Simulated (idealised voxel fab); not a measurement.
A process module follows: voxel self aligned vias.
It is cross-section cut that appears here, measuring 230 nm in width, its square cells being 5 nm in size.
This document writes a cross-section as a grid whose cells are square, and gives it as bands, listed from the top down; one or more rows of cells form a band.
Heights first: top, then bottom, in nm. Then materials, left to right, each with a width in nm. "throughout" on a single material: fills the band edge to edge. "air": empty space.
All heights in this document are referenced to 0, defined as the level beneath which the wafer, as received, consists entirely of one material. The lowest band is not bounded below; it extends indefinitely downward and is written in the form "0 nm and below".
So if you see something like "30 to 40" for the width, read it as the top row of the band sitting at the first number and the bottom row at the second, with every row in between moving by the same amount as the last.
The cross-section has no changed cell in any step marked "remained the same".
The label "Enclosed void inventory" introduces a list of the empty spaces, 8 cells or larger, that have no open way up to the top; each entry in it reads width x height at distance, where the distance is taken from the left edge and all three are stated in nm.
after a step's settings: what the simulator itself notes on the step
You can add "overlay nm" to a step's line. For a step with a mask, it describes how far the mask lay to the right of its planned position, and a negative number describes a lay to the left.

### Process steps foreseen in the plan
- 1: RECEIVE | material Si
- 2: CONFORMAL_DEP | material SiO2 | thk nm 15
- 3: CONFORMAL_DEP | material SiCN | thk nm 5
- 4: DIRECTIONAL_DEP | material SiO2 | thk nm 30
- 5: MASKED_ETCH | tone open | mask id LINES | width nm 30 | pitch nm 65 | etch materials SiO2 | depth nm 30 | overlay nm 0
- 6: CONFORMAL_DEP | material TiN | thk nm 5
- 7: FILL_DEP | material Ru | thk nm 5
- 8: CMP | height nm 50
- 9: SELECTIVE_ETCH | etch materials W Ru TiN | depth nm 10
- 10: FILL_DEP | material SiN | thk nm 5
- 11: CMP | height nm 50
- 12: DIRECTIONAL_DEP | material SiO2 | thk nm 20
- 13: MASKED_ETCH | tone open | mask id VIAS | width nm 40 | pitch nm 130 | etch materials SiO2 | depth nm 20 | overlay nm 0
- 14: MASKED_ETCH | tone open | mask id VIAS | width nm 40 | pitch nm 130 | etch materials SiN | depth nm 10 | overlay nm 0
- 15: CONFORMAL_DEP | material TiN | thk nm 5
- 16: FILL_DEP | material Ru | thk nm 5
- 17: CMP | height nm 70
- 18: CONFORMAL_DEP | material SiN | thk nm 5

### Wafer as received: cross-section following step 1
  0 nm and below  Si throughout
  Enclosed void inventory: none

### Final cross-section, module run with one mistake (start and plan as above)
  75 nm to 70 nm  SiN throughout
  70 nm to 55 nm  30 SiO2; 5 TiN; 30 Ru; 5 TiN; 90 SiO2; 5 TiN; 30 Ru; 5 TiN; 30 SiO2
  55 nm to 50 nm  30 SiO2; 10 TiN; 20 Ru; 10 TiN; 90 SiO2; 10 TiN; 20 Ru; 10 TiN; 30 SiO2
  50 nm to 45 nm  35 SiO2; 5 TiN; 20 Ru; 5 TiN; 35 SiO2; 30 SiN; 35 SiO2; 5 TiN; 20 Ru; 5 TiN; 35 SiO2
  45 nm to 40 nm  35 SiO2; 30 TiN; 35 SiO2; 30 SiN; 35 SiO2; 30 TiN; 35 SiO2
  40 nm to 35 nm  35 SiO2; 30 TiN; 35 SiO2; 30 TiN; 35 SiO2; 30 TiN; 35 SiO2
  35 nm to 30 nm  SiCN throughout
  30 nm to 0 nm  SiO2 throughout
  0 nm and below  Si throughout
  Enclosed void inventory: none
So what did we get wrong on this run? twice over, step 2 of the plan was run
